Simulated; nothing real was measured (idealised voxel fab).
Presented below is a process module, voxel gate over fins.
Section shown: cut. Width: 285 nm. Cell size: 5 nm, square.
We lay out every cross-section as a grid of square cells and spell it out in bands from the top down, where one band means one or more rows of cells.
In this notation a band is specified by the heights of its top and bottom, in that order and in nm, after which its materials appear from left to right, each paired with its width in nm. The word "throughout" attached to a single material means that material fills the band from edge to edge; the word "blank" stands for empty space.
Heads up on the height convention: 0 is the point under which the incoming wafer is all one material, and the lowest band has no bottom, it just keeps going down, like "0 -> down".
Width: "30..40" (first number = top row, second number = bottom row, same change from row to row of cells).
"remains unaltered" (step): cross-section cells unchanged, all of them.
Voids not open to the top, 8 cells minimum: see "Tabulated closed voids". Written width x height at distance; distance is from the left edge; nm.
It should be noted that, on the line of a given step, the content following the step's settings is a remark produced by the simulator itself with respect to that step.
overlay nm: for a step with a mask, the amount by which the mask lay right of where it was planned; a negative amount means left of it.
Guide to the pairs. Each holds a before and an after cross-section around one process step; the after cross-section is cut off at the lowest band that changed. Look under the pair for the step between them and its settings. Pairs can come from different runs of this module on the same starting wafer, so a pair follows on from the one above it only where its entry headed "Structure before processing" says it does.

STRUCTURE BEFORE PROCESSING
  5 -> 0 | blank: 35; SiN: 15; blank: 45; SiN: 15; blank: 45; SiN: 15; blank: 45; SiN: 15; blank: 55
  0 -> -35 | blank: 35; Si: 25; blank: 35; Si: 25; blank: 35; Si: 25; blank: 35; Si: 25; blank: 45
  -35 -> down | Si throughout
  Tabulated closed voids: none

RESULT OF STEP
  5 -> 0 | blank: 35; SiN: 15; blank: 45; SiN: 15; blank: 45; SiN: 15; blank: 45; SiN: 15; blank: 55
  0 -> -5 | blank: 35; SiO2: 5; Si: 5; SiO2: 15; blank: 35; SiO2: 5; Si: 5; SiO2: 15; blank: 35; SiO2: 5; Si: 5; SiO2: 15; blank: 35; SiO2: 5; Si: 5; SiO2: 15; blank: 45
  -5 -> -35 | blank: 35; SiO2: 5; Si: 15; SiO2: 5; blank: 35; SiO2: 5; Si: 15; SiO2: 5; blank: 35; SiO2: 5; Si: 15; SiO2: 5; blank: 35; SiO2: 5; Si: 15; SiO2: 5; blank: 45
  -35 -> -40 | SiO2: 40; Si: 15; SiO2: 45; Si: 15; SiO2: 45; Si: 15; SiO2: 45; Si: 15; SiO2: 50
  Unchanged below -40.
  Tabulated closed voids: none
Going from one cross-section above to the next, the wafer undergoes OXIDIZE | depth nm 5

Structure before processing: The pre-step condition corresponds to the post-step cross-section depicted in the pair directly above.

RESULT OF STEP
  10 -> 5 | SiO2 throughout
  5 -> 0 | SiO2: 35; SiN: 15; SiO2: 45; SiN: 15; SiO2: 45; SiN: 15; SiO2: 45; SiN: 15; SiO2: 55
  0 -> -5 | SiO2: 40; Si: 5; SiO2: 55; Si: 5; SiO2: 55; Si: 5; SiO2: 55; Si: 5; SiO2: 60
  -5 -> -40 | SiO2: 40; Si: 15; SiO2: 45; Si: 15; SiO2: 45; Si: 15; SiO2: 45; Si: 15; SiO2: 50
  Unchanged below -40.
  Tabulated closed voids: none
Going from one cross-section above to the next, the wafer undergoes FILL_DEP | material SiO2 | thk nm 5

Structure before processing: The pre-step condition corresponds to the post-step cross-section depicted in the pair directly above.

RESULT OF STEP
  5 -> 0 | SiO2: 35; SiN: 15; SiO2: 45; SiN: 15; SiO2: 45; SiN: 15; SiO2: 45; SiN: 15; SiO2: 55
  Unchanged below 0.
  Tabulated closed voids: none
Going from one cross-section above to the next, the wafer undergoes CMP | height nm 5

Structure before processing: The pre-step condition corresponds to the post-step cross-section depicted in the pair directly above.

RESULT OF STEP
  25 -> 5 | resist: 75; blank: 15; resist: 195
  Unchanged below 5.
  Tabulated closed voids: none
Going from one cross-section above to the next, the wafer undergoes PATTERN | tone open | mask id RAIL | material resist | width nm 15 | thk nm 20 | overlay nm 0

Structure before processing: The pre-step condition corresponds to the post-step cross-section depicted in the pair directly above.

RESULT OF STEP
  25 -> 5 | resist: 75; blank: 15; resist: 195
  5 -> 0 | SiO2: 35; SiN: 15; SiO2: 25; blank: 15; SiO2: 5; SiN: 15; SiO2: 45; SiN: 15; SiO2: 45; SiN: 15; SiO2: 55
  0 -> -5 | SiO2: 40; Si: 5; SiO2: 30; blank: 15; SiO2: 10; Si: 5; SiO2: 55; Si: 5; SiO2: 55; Si: 5; SiO2: 60
  -5 -> -30 | SiO2: 40; Si: 15; SiO2: 20; blank: 15; SiO2: 10; Si: 15; SiO2: 45; Si: 15; SiO2: 45; Si: 15; SiO2: 50
  Unchanged below -30.
  Tabulated closed voids: none
Going from one cross-section above to the next, the wafer undergoes DIRECTIONAL_ETCH | etch materials SiO2 | depth nm 35

Structure before processing: The pre-step condition corresponds to the post-step cross-section depicted in the pair directly above.

RESULT OF STEP
  5 -> 0 | SiO2: 35; SiN: 15; SiO2: 25; blank: 15; SiO2: 5; SiN: 15; SiO2: 45; SiN: 15; SiO2: 45; SiN: 15; SiO2: 55
  Unchanged below 0.
  Tabulated closed voids: none
Going from one cross-section above to the next, the wafer undergoes STRIP | etch materials resist

Structure before processing: The pre-step condition corresponds to the post-step cross-section depicted in the pair directly above.

RESULT OF STEP
  10 -> 5 | TiN: 80; blank: 5; TiN: 200
  5 -> 0 | SiO2: 35; SiN: 15; SiO2: 25; TiN: 5; blank: 5; TiN: 5; SiO2: 5; SiN: 15; SiO2: 45; SiN: 15; SiO2: 45; SiN: 15; SiO2: 55
  0 -> -5 | SiO2: 40; Si: 5; SiO2: 30; TiN: 5; blank: 5; TiN: 5; SiO2: 10; Si: 5; SiO2: 55; Si: 5; SiO2: 55; Si: 5; SiO2: 60
  -5 -> -25 | SiO2: 40; Si: 15; SiO2: 20; TiN: 5; blank: 5; TiN: 5; SiO2: 10; Si: 15; SiO2: 45; Si: 15; SiO2: 45; Si: 15; SiO2: 50
  -25 -> -30 | SiO2: 40; Si: 15; SiO2: 20; TiN: 15; SiO2: 10; Si: 15; SiO2: 45; Si: 15; SiO2: 45; Si: 15; SiO2: 50
  Unchanged below -30.
  Tabulated closed voids: none
Going from one cross-section above to the next, the wafer undergoes CONFORMAL_DEP | material TiN | thk nm 5

Structure before processing: The pre-step condition corresponds to the post-step cross-section depicted in the pair directly above.

RESULT OF STEP
  20 -> 10 | W throughout
  10 -> 5 | TiN: 80; W: 5; TiN: 200
  5 -> 0 | SiO2: 35; SiN: 15; SiO2: 25; TiN: 5; W: 5; TiN: 5; SiO2: 5; SiN: 15; SiO2: 45; SiN: 15; SiO2: 45; SiN: 15; SiO2: 55
  0 -> -5 | SiO2: 40; Si: 5; SiO2: 30; TiN: 5; W: 5; TiN: 5; SiO2: 10; Si: 5; SiO2: 55; Si: 5; SiO2: 55; Si: 5; SiO2: 60
  -5 -> -25 | SiO2: 40; Si: 15; SiO2: 20; TiN: 5; W: 5; TiN: 5; SiO2: 10; Si: 15; SiO2: 45; Si: 15; SiO2: 45; Si: 15; SiO2: 50
  Unchanged below -25.
  Tabulated closed voids: none
Going from one cross-section above to the next, the wafer undergoes FILL_DEP | material W | thk nm 10

Structure before processing: The pre-step condition corresponds to the post-step cross-section depicted in the pair directly above.

RESULT OF STEP
  5 -> 0 | SiO2: 35; SiN: 15; SiO2: 25; TiN: 5; W: 5; TiN: 5; SiO2: 5; SiN: 15; SiO2: 45; SiN: 15; SiO2: 45; SiN: 15; SiO2: 55
  Unchanged below 0.
  Tabulated closed voids: none
Going from one cross-section above to the next, the wafer undergoes CMP | height nm 5

Structure before processing: The pre-step condition corresponds to the post-step cross-section depicted in the pair directly above.

RESULT OF STEP
  5 -> 0 | SiO2: 35; SiN: 15; SiO2: 25; blank: 15; SiO2: 5; SiN: 15; SiO2: 45; SiN: 15; SiO2: 45; SiN: 15; SiO2: 55
  0 -> -5 | SiO2: 40; Si: 5; SiO2: 30; blank: 15; SiO2: 10; Si: 5; SiO2: 55; Si: 5; SiO2: 55; Si: 5; SiO2: 60
  -5 -> -25 | SiO2: 40; Si: 15; SiO2: 20; blank: 15; SiO2: 10; Si: 15; SiO2: 45; Si: 15; SiO2: 45; Si: 15; SiO2: 50
  Unchanged below -25.
  Tabulated closed voids: none
Going from one cross-section above to the next, the wafer undergoes SELECTIVE_ETCH | etch materials W Ru TiN | depth nm 30

Structure before processing: The pre-step condition corresponds to the post-step cross-section depicted in the pair directly above.

RESULT OF STEP
  10 -> 5 | SiO2 throughout
  5 -> 0 | SiO2: 35; SiN: 15; SiO2: 45; SiN: 15; SiO2: 45; SiN: 15; SiO2: 45; SiN: 15; SiO2: 55
  0 -> -5 | SiO2: 40; Si: 5; SiO2: 55; Si: 5; SiO2: 55; Si: 5; SiO2: 55; Si: 5; SiO2: 60
  -5 -> -25 | SiO2: 40; Si: 15; SiO2: 45; Si: 15; SiO2: 45; Si: 15; SiO2: 45; Si: 15; SiO2: 50
  Unchanged below -25.
  Tabulated closed voids: none
Going from one cross-section above to the next, the wafer undergoes FILL_DEP | material SiO2 | thk nm 5

Structure before processing: The pre-step condition corresponds to the post-step cross-section depicted in the pair directly above.

RESULT OF STEP
  5 -> 0 | SiO2: 35; SiN: 15; SiO2: 45; SiN: 15; SiO2: 45; SiN: 15; SiO2: 45; SiN: 15; SiO2: 55
  Unchanged below 0.
  Tabulated closed voids: none
Going from one cross-section above to the next, the wafer undergoes CMP | height nm 5

Structure before processing: The pre-step condition corresponds to the post-step cross-section depicted in the pair directly above.

RESULT OF STEP
  5 -> 0 | blank: 35; SiN: 15; blank: 45; SiN: 15; blank: 45; SiN: 15; blank: 45; SiN: 15; blank: 55
  0 -> -5 | blank: 40; Si: 5; blank: 55; Si: 5; blank: 55; Si: 5; blank: 55; Si: 5; blank: 60
  -5 -> -15 | blank: 40; Si: 15; blank: 45; Si: 15; blank: 45; Si: 15; blank: 45; Si: 15; blank: 50
  Unchanged below -15.
  Tabulated closed voids: none
Going from one cross-section above to the next, the wafer undergoes SELECTIVE_ETCH | etch materials SiO2 | depth nm 20

Structure before processing: The pre-step condition corresponds to the post-step cross-section depicted in the pair directly above.

RESULT OF STEP
  0 -> -5 | blank: 40; Si: 5; blank: 55; Si: 5; blank: 55; Si: 5; blank: 55; Si: 5; blank: 60
  Unchanged below -5.
  Tabulated closed voids: none
Going from one cross-section above to the next, the wafer undergoes STRIP | etch materials SiN

Structure before processing: The pre-step condition corresponds to the post-step cross-section depicted in the pair directly above.

RESULT OF STEP
  5 -> 0 | blank: 35; HfO2: 15; blank: 45; HfO2: 15; blank: 45; HfO2: 15; blank: 45; HfO2: 15; blank: 55
  0 -> -10 | blank: 35; HfO2: 5; Si: 5..15; HfO2: 15..5; blank: 35; HfO2: 5; Si: 5..15; HfO2: 15..5; blank: 35; HfO2: 5; Si: 5..15; HfO2: 15..5; blank: 35; HfO2: 5; Si: 5..15; HfO2: 15..5; blank: 45
  -10 -> -15 | HfO2: 40; Si: 15; HfO2: 45; Si: 15; HfO2: 45; Si: 15; HfO2: 45; Si: 15; HfO2: 50
  Unchanged below -15.
  Tabulated closed voids: none
Going from one cross-section above to the next, the wafer undergoes CONFORMAL_DEP | material HfO2 | thk nm 5

Structure before processing: The pre-step condition corresponds to the post-step cross-section depicted in the pair directly above.

RESULT OF STEP
  10 -> 5 | blank: 30; TiN: 25; blank: 35; TiN: 25; blank: 35; TiN: 25; blank: 35; TiN: 25; blank: 50
  5 -> 0 | blank: 30; TiN: 5; HfO2: 15; TiN: 15; blank: 25; TiN: 5; HfO2: 15; TiN: 15; blank: 25; TiN: 5; HfO2: 15; TiN: 15; blank: 25; TiN: 5; HfO2: 15; TiN: 15; blank: 40
  0 -> -5 | blank: 30; TiN: 5; HfO2: 5; Si: 5; HfO2: 15; TiN: 5; blank: 25; TiN: 5; HfO2: 5; Si: 5; HfO2: 15; TiN: 5; blank: 25; TiN: 5; HfO2: 5; Si: 5; HfO2: 15; TiN: 5; blank: 25; TiN: 5; HfO2: 5; Si: 5; HfO2: 15; TiN: 5; blank: 40
  -5 -> -10 | TiN: 35; HfO2: 5; Si: 15; HfO2: 5; TiN: 35; HfO2: 5; Si: 15; HfO2: 5; TiN: 35; HfO2: 5; Si: 15; HfO2: 5; TiN: 35; HfO2: 5; Si: 15; HfO2: 5; TiN: 45
  Unchanged below -10.
  Tabulated closed voids: none
Going from one cross-section above to the next, the wafer undergoes CONFORMAL_DEP | material TiN | thk nm 5

Structure before processing: The pre-step condition corresponds to the post-step cross-section depicted in the pair directly above.

RESULT OF STEP
  20 -> 10 | W throughout
  10 -> 5 | W: 30; TiN: 25; W: 35; TiN: 25; W: 35; TiN: 25; W: 35; TiN: 25; W: 50
  5 -> 0 | W: 30; TiN: 5; HfO2: 15; TiN: 15; W: 25; TiN: 5; HfO2: 15; TiN: 15; W: 25; TiN: 5; HfO2: 15; TiN: 15; W: 25; TiN: 5; HfO2: 15; TiN: 15; W: 40
  0 -> -5 | W: 30; TiN: 5; HfO2: 5; Si: 5; HfO2: 15; TiN: 5; W: 25; TiN: 5; HfO2: 5; Si: 5; HfO2: 15; TiN: 5; W: 25; TiN: 5; HfO2: 5; Si: 5; HfO2: 15; TiN: 5; W: 25; TiN: 5; HfO2: 5; Si: 5; HfO2: 15; TiN: 5; W: 40
  Unchanged below -5.
  Tabulated closed voids: none
Going from one cross-section above to the next, the wafer undergoes FILL_DEP | material W | thk nm 10

Structure before processing: The pre-step condition corresponds to the post-step cross-section depicted in the pair directly above.

RESULT OF STEP
  15 -> 10 | W throughout
  Unchanged below 10.
  Tabulated closed voids: none
Going from one cross-section above to the next, the wafer undergoes CMP | height nm 15

Structure before processing: The pre-step condition corresponds to the post-step cross-section depicted in the pair directly above.

RESULT OF STEP
  25 -> 15 | SiN throughout
  Unchanged below 15.
  Tabulated closed voids: none
Going from one cross-section above to the next, the wafer undergoes CONFORMAL_DEP | material SiN | thk nm 10

STRUCTURE BEFORE PROCESSING
  5 -> 0 | blank: 45; SiN: 15; blank: 45; SiN: 15; blank: 45; SiN: 15; blank: 45; SiN: 15; blank: 45
  0 -> -35 | blank: 45; SiO2: 5; Si: 5; SiO2: 5; blank: 45; SiO2: 5; Si: 5; SiO2: 5; blank: 45; SiO2: 5; Si: 5; SiO2: 5; blank: 45; SiO2: 5; Si: 5; SiO2: 5; blank: 45
  -35 -> -40 | SiO2: 50; Si: 5; SiO2: 55; Si: 5; SiO2: 55; Si: 5; SiO2: 55; Si: 5; SiO2: 50
  -40 -> down | Si throughout
  Tabulated closed voids: none

RESULT OF STEP
  10 -> 5 | HfO2 throughout
  5 -> 0 | HfO2: 45; SiN: 15; HfO2: 45; SiN: 15; HfO2: 45; SiN: 15; HfO2: 45; SiN: 15; HfO2: 45
  0 -> -35 | HfO2: 45; SiO2: 5; Si: 5; SiO2: 5; HfO2: 45; SiO2: 5; Si: 5; SiO2: 5; HfO2: 45; SiO2: 5; Si: 5; SiO2: 5; HfO2: 45; SiO2: 5; Si: 5; SiO2: 5; HfO2: 45
  Unchanged below -35.
  Tabulated closed voids: none
Going from one cross-section above to the next, the wafer undergoes FILL_DEP | material HfO2 | thk nm 5

Structure before processing: The pre-step condition corresponds to the post-step cross-section depicted in the pair directly above.

RESULT OF STEP
  5 -> 0 | HfO2: 45; SiN: 15; HfO2: 45; SiN: 15; HfO2: 45; SiN: 15; HfO2: 45; SiN: 15; HfO2: 45
  Unchanged below 0.
  Tabulated closed voids: none
Going from one cross-section above to the next, the wafer undergoes CMP | height nm 5

Structure before processing: The pre-step condition corresponds to the post-step cross-section depicted in the pair directly above.

RESULT OF STEP
  25 -> 5 | resist: 75; blank: 15; resist: 195
  Unchanged below 5.
  Tabulated closed voids: none
Going from one cross-section above to the next, the wafer undergoes PATTERN | tone open | mask id RAIL | material resist | width nm 15 | thk nm 20 | overlay nm 0

Structure before processing: The pre-step condition corresponds to the post-step cross-section depicted in the pair directly above.

RESULT OF STEP
  5 -> 0 | HfO2: 45; SiN: 15; HfO2: 45; SiN: 15; HfO2: 45; SiN: 15; HfO2: 45; SiN: 15; HfO2: 45
  Unchanged below 0.
  Tabulated closed voids: none
Going from one cross-section above to the next, the wafer undergoes STRIP | etch materials resist

Structure before processing: The pre-step condition corresponds to the post-step cross-section depicted in the pair directly above.

RESULT OF STEP
  10 -> 5 | TiN throughout
  Unchanged below 5.
  Tabulated closed voids: none
Going from one cross-section above to the next, the wafer undergoes CONFORMAL_DEP | material TiN | thk nm 5

Structure before processing: The pre-step condition corresponds to the post-step cross-section depicted in the pair directly above.

RESULT OF STEP
  20 -> 10 | W throughout
  Unchanged below 10.
  Tabulated closed voids: none
Going from one cross-section above to the next, the wafer undergoes FILL_DEP | material W | thk nm 10

Structure before processing: The pre-step condition corresponds to the post-step cross-section depicted in the pair directly above.

RESULT OF STEP
  5 -> 0 | HfO2: 45; SiN: 15; HfO2: 45; SiN: 15; HfO2: 45; SiN: 15; HfO2: 45; SiN: 15; HfO2: 45
  Unchanged below 0.
  Tabulated closed voids: none
Going from one cross-section above to the next, the wafer undergoes CMP | height nm 5

Structure before processing: The pre-step condition corresponds to the post-step cross-section depicted in the pair directly above.

RESULT OF STEP
  10 -> 5 | SiO2 throughout
  Unchanged below 5.
  Tabulated closed voids: none
Going from one cross-section above to the next, the wafer undergoes FILL_DEP | material SiO2 | thk nm 5

Structure before processing: The pre-step condition corresponds to the post-step cross-section depicted in the pair directly above.

RESULT OF STEP
  5 -> 0 | HfO2: 45; SiN: 15; HfO2: 45; SiN: 15; HfO2: 45; SiN: 15; HfO2: 45; SiN: 15; HfO2: 45
  Unchanged below 0.
  Tabulated closed voids: none
Going from one cross-section above to the next, the wafer undergoes CMP | height nm 5

Structure before processing: The pre-step condition corresponds to the post-step cross-section depicted in the pair directly above.

RESULT OF STEP
  5 -> 0 | HfO2: 45; blank: 15; HfO2: 45; blank: 15; HfO2: 45; blank: 15; HfO2: 45; blank: 15; HfO2: 45
  Unchanged below 0.
  Tabulated closed voids: none
Going from one cross-section above to the next, the wafer undergoes STRIP | etch materials SiN

Structure before processing: The pre-step condition corresponds to the post-step cross-section depicted in the pair directly above.

RESULT OF STEP
  10 -> 5 | HfO2: 50; blank: 5; HfO2: 55; blank: 5; HfO2: 55; blank: 5; HfO2: 55; blank: 5; HfO2: 50
  5 -> 0 | HfO2 throughout
  Unchanged below 0.
  Tabulated closed voids: none
Going from one cross-section above to the next, the wafer undergoes CONFORMAL_DEP | material HfO2 | thk nm 5

Structure before processing: The pre-step condition corresponds to the post-step cross-section depicted in the pair directly above.

RESULT OF STEP
  15 -> 10 | TiN throughout
  10 -> 5 | HfO2: 50; TiN: 5; HfO2: 55; TiN: 5; HfO2: 55; TiN: 5; HfO2: 55; TiN: 5; HfO2: 50
  Unchanged below 5.
  Tabulated closed voids: none
Going from one cross-section above to the next, the wafer undergoes CONFORMAL_DEP | material TiN | thk nm 5

Structure before processing: The pre-step condition corresponds to the post-step cross-section depicted in the pair directly above.

RESULT OF STEP
  25 -> 15 | W throughout
  Unchanged below 15.
  Tabulated closed voids: none
Going from one cross-section above to the next, the wafer undergoes FILL_DEP | material W | thk nm 10

Structure before processing: The pre-step condition corresponds to the post-step cross-section depicted in the pair directly above.

RESULT OF STEP
  15 -> 10 | TiN throughout
  Unchanged below 10.
  Tabulated closed voids: none
Going from one cross-section above to the next, the wafer undergoes CMP | height nm 15

Structure before processing: The pre-step condition corresponds to the post-step cross-section depicted in the pair directly above.

RESULT OF STEP
  25 -> 15 | SiN throughout
  Unchanged below 15.
  Tabulated closed voids: none
Going from one cross-section above to the next, the wafer undergoes CONFORMAL_DEP | material SiN | thk nm 10

STRUCTURE BEFORE PROCESSING
  5 -> 0 | SiN throughout
  0 -> down | Si throughout
  Tabulated closed voids: none

RESULT OF STEP
  5 -> 0 | SiN: 45; blank: 15; SiN: 45; blank: 15; SiN: 45; blank: 15; SiN: 45; blank: 15; SiN: 45
  Unchanged below 0.
  Tabulated closed voids: none
Going from one cross-section above to the next, the wafer undergoes MASKED_ETCH | tone open | mask id FINS | width nm 15 | pitch nm 60 | etch materials SiN | depth nm 5 | overlay nm 0

Structure before processing: The pre-step condition corresponds to the post-step cross-section depicted in the pair directly above.

RESULT OF STEP
  5 -> 0 | SiN: 45; blank: 15; SiN: 45; blank: 15; SiN: 45; blank: 15; SiN: 45; blank: 15; SiN: 45
  0 -> -5 | Si: 40; SiO2: 25; Si: 35; SiO2: 25; Si: 35; SiO2: 25; Si: 35; SiO2: 25; Si: 40
  Unchanged below -5.
  Tabulated closed voids: none
Going from one cross-section above to the next, the wafer undergoes OXIDIZE | depth nm 5

Structure before processing: The pre-step condition corresponds to the post-step cross-section depicted in the pair directly above.

RESULT OF STEP
  10 -> 5 | SiO2 throughout
  5 -> 0 | SiN: 45; SiO2: 15; SiN: 45; SiO2: 15; SiN: 45; SiO2: 15; SiN: 45; SiO2: 15; SiN: 45
  Unchanged below 0.
  Tabulated closed voids: none
Going from one cross-section above to the next, the wafer undergoes FILL_DEP | material SiO2 | thk nm 5

Structure before processing: The pre-step condition corresponds to the post-step cross-section depicted in the pair directly above.

RESULT OF STEP
  5 -> 0 | SiN: 45; SiO2: 15; SiN: 45; SiO2: 15; SiN: 45; SiO2: 15; SiN: 45; SiO2: 15; SiN: 45
  Unchanged below 0.
  Tabulated closed voids: none
Going from one cross-section above to the next, the wafer undergoes CMP | height nm 5

Structure before processing: The pre-step condition corresponds to the post-step cross-section depicted in the pair directly above.

RESULT OF STEP
  25 -> 5 | resist: 75; blank: 15; resist: 195
  Unchanged below 5.
  Tabulated closed voids: none
Going from one cross-section above to the next, the wafer undergoes PATTERN | tone open | mask id RAIL | material resist | width nm 15 | thk nm 20 | overlay nm 0

Structure before processing: The pre-step condition corresponds to the post-step cross-section depicted in the pair directly above.

RESULT OF STEP
  5 -> 0 | SiN: 45; SiO2: 15; SiN: 45; SiO2: 15; SiN: 45; SiO2: 15; SiN: 45; SiO2: 15; SiN: 45
  Unchanged below 0.
  Tabulated closed voids: none
Going from one cross-section above to the next, the wafer undergoes STRIP | etch materials resist

Structure before processing: The pre-step condition corresponds to the post-step cross-section depicted in the pair directly above.

RESULT OF STEP
  10 -> 5 | TiN throughout
  Unchanged below 5.
  Tabulated closed voids: none
Going from one cross-section above to the next, the wafer undergoes CONFORMAL_DEP | material TiN | thk nm 5

Structure before processing: The pre-step condition corresponds to the post-step cross-section depicted in the pair directly above.

RESULT OF STEP
  20 -> 10 | W throughout
  Unchanged below 10.
  Tabulated closed voids: none
Going from one cross-section above to the next, the wafer undergoes FILL_DEP | material W | thk nm 10

Structure before processing: The pre-step condition corresponds to the post-step cross-section depicted in the pair directly above.

RESULT OF STEP
  5 -> 0 | SiN: 45; SiO2: 15; SiN: 45; SiO2: 15; SiN: 45; SiO2: 15; SiN: 45; SiO2: 15; SiN: 45
  Unchanged below 0.
  Tabulated closed voids: none
Going from one cross-section above to the next, the wafer undergoes CMP | height nm 5

Structure before processing: The pre-step condition corresponds to the post-step cross-section depicted in the pair directly above.

RESULT OF STEP
  10 -> 5 | SiO2 throughout
  Unchanged below 5.
  Tabulated closed voids: none
Going from one cross-section above to the next, the wafer undergoes FILL_DEP | material SiO2 | thk nm 5

STRUCTURE BEFORE PROCESSING
  5 -> 0 | SiN: 45; SiO2: 15; SiN: 45; SiO2: 15; SiN: 45; SiO2: 15; SiN: 45; SiO2: 15; SiN: 45
  0 -> -5 | Si: 40; SiO2: 25; Si: 35; SiO2: 25; Si: 35; SiO2: 25; Si: 35; SiO2: 25; Si: 40
  -5 -> down | Si throughout
  Tabulated closed voids: none

RESULT OF STEP
  5 -> 0 | SiN: 45; blank: 15; SiN: 45; blank: 15; SiN: 45; blank: 15; SiN: 45; blank: 15; SiN: 45
  0 -> -5 | Si: 40; blank: 25; Si: 35; blank: 25; Si: 35; blank: 25; Si: 35; blank: 25; Si: 40
  Unchanged below -5.
  Tabulated closed voids: none
Going from one cross-section above to the next, the wafer undergoes SELECTIVE_ETCH | etch materials SiO2 | depth nm 20

Structure before processing: The pre-step condition corresponds to the post-step cross-section depicted in the pair directly above.

RESULT OF STEP
  0 -> -5 | Si: 40; blank: 25; Si: 35; blank: 25; Si: 35; blank: 25; Si: 35; blank: 25; Si: 40
  Unchanged below -5.
  Tabulated closed voids: none
Going from one cross-section above to the next, the wafer undergoes STRIP | etch materials SiN

Structure before processing: The pre-step condition corresponds to the post-step cross-section depicted in the pair directly above.

RESULT OF STEP
  5 -> 0 | HfO2: 45; blank: 15; HfO2: 45; blank: 15; HfO2: 45; blank: 15; HfO2: 45; blank: 15; HfO2: 45
  0 -> -5 | Si: 40; HfO2: 25; Si: 35; HfO2: 25; Si: 35; HfO2: 25; Si: 35; HfO2: 25; Si: 40
  Unchanged below -5.
  Tabulated closed voids: none
Going from one cross-section above to the next, the wafer undergoes CONFORMAL_DEP | material HfO2 | thk nm 5

Structure before processing: The pre-step condition corresponds to the post-step cross-section depicted in the pair directly above.

RESULT OF STEP
  10 -> 5 | TiN: 50; blank: 5; TiN: 55; blank: 5; TiN: 55; blank: 5; TiN: 55; blank: 5; TiN: 50
  5 -> 0 | HfO2: 45; TiN: 15; HfO2: 45; TiN: 15; HfO2: 45; TiN: 15; HfO2: 45; TiN: 15; HfO2: 45
  Unchanged below 0.
  Tabulated closed voids: none
Going from one cross-section above to the next, the wafer undergoes CONFORMAL_DEP | material TiN | thk nm 5

Structure before processing: The pre-step condition corresponds to the post-step cross-section depicted in the pair directly above.

RESULT OF STEP
  20 -> 10 | W throughout
  10 -> 5 | TiN: 50; W: 5; TiN: 55; W: 5; TiN: 55; W: 5; TiN: 55; W: 5; TiN: 50
  Unchanged below 5.
  Tabulated closed voids: none
Going from one cross-section above to the next, the wafer undergoes FILL_DEP | material W | thk nm 10

Structure before processing: The pre-step condition corresponds to the post-step cross-section depicted in the pair directly above.

RESULT OF STEP
  15 -> 10 | W throughout
  Unchanged below 10.
  Tabulated closed voids: none
Going from one cross-section above to the next, the wafer undergoes CMP | height nm 15

Structure before processing: The pre-step condition corresponds to the post-step cross-section depicted in the pair directly above.

RESULT OF STEP
  25 -> 15 | SiN throughout
  Unchanged below 15.
  Tabulated closed voids: none
Going from one cross-section above to the next, the wafer undergoes CONFORMAL_DEP | material SiN | thk nm 10
